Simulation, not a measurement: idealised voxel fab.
The process module that follows is named voxel lift off.
This is section cut - it's 275 nm across, gridded in 5 nm square cells.
Cross-section spec: square-cell grid; bands listed top down; each band is one or more rows.
For a band, the entry starts with two heights in nm, that of the top and then that of the bottom, and carries on with the band's materials in order from left to right, each alongside its width in nm; the word "throughout" beside a single material means it fills the band edge to edge, and "empty" means empty space.
The reference from which all heights are counted is 0, the level beneath which the as-received wafer is entirely one material; the lowest band, having no lower bound, proceeds downward and is written after the example "0 down".
The notation "30..40" denotes a width that varies across the rows of cells in the band, beginning at the first number in the top row, finishing at the second number in the bottom row, and changing by an identical amount from each row to the next.
Reading "remained unchanged" for a step: not a cell of the cross-section changed in it.
Closed void table: empty space of 8 cells or more with no open way to the top, each as width x height at its distance from the left edge, in nm
On each step's line, the part that comes after the settings is the simulator's own comment on the step.
"overlay nm", when on a step's line for a step with a mask, measures how far to the right of its planned place the mask lay; a negative measure means to the left.

This section lists the process steps that were planned
| 1 | RECEIVE,material Si |
| 2 | CONFORMAL_DEP,material Al2O3,thk nm 5 |
| 3 | PATTERN,tone open,mask id LINES,material resist,width nm 25,pitch nm 45,thk nm 25,overlay nm 0 |
| 4 | DIRECTIONAL_DEP,material Ru,thk nm 10 |
| 5 | STRIP,etch materials resist |
| 6 | CONFORMAL_DEP,material SiCN,thk nm 10 |

So this is the incoming wafer in cross-section - it's already been through step 1
  0 down = Si throughout
  Closed void table: none

Starting structure and process plan are as shown above, but one mistake was made in running the module; the wafer cross-section at the end of the module follows
  15 to 5 = SiCN throughout
  5 to 0 = Al2O3 throughout
  0 down = Si throughout
  Closed void table: none
It is concluded that the wafer was processed incorrectly with respect to the plan, in that no execution of plan step 4; skipped
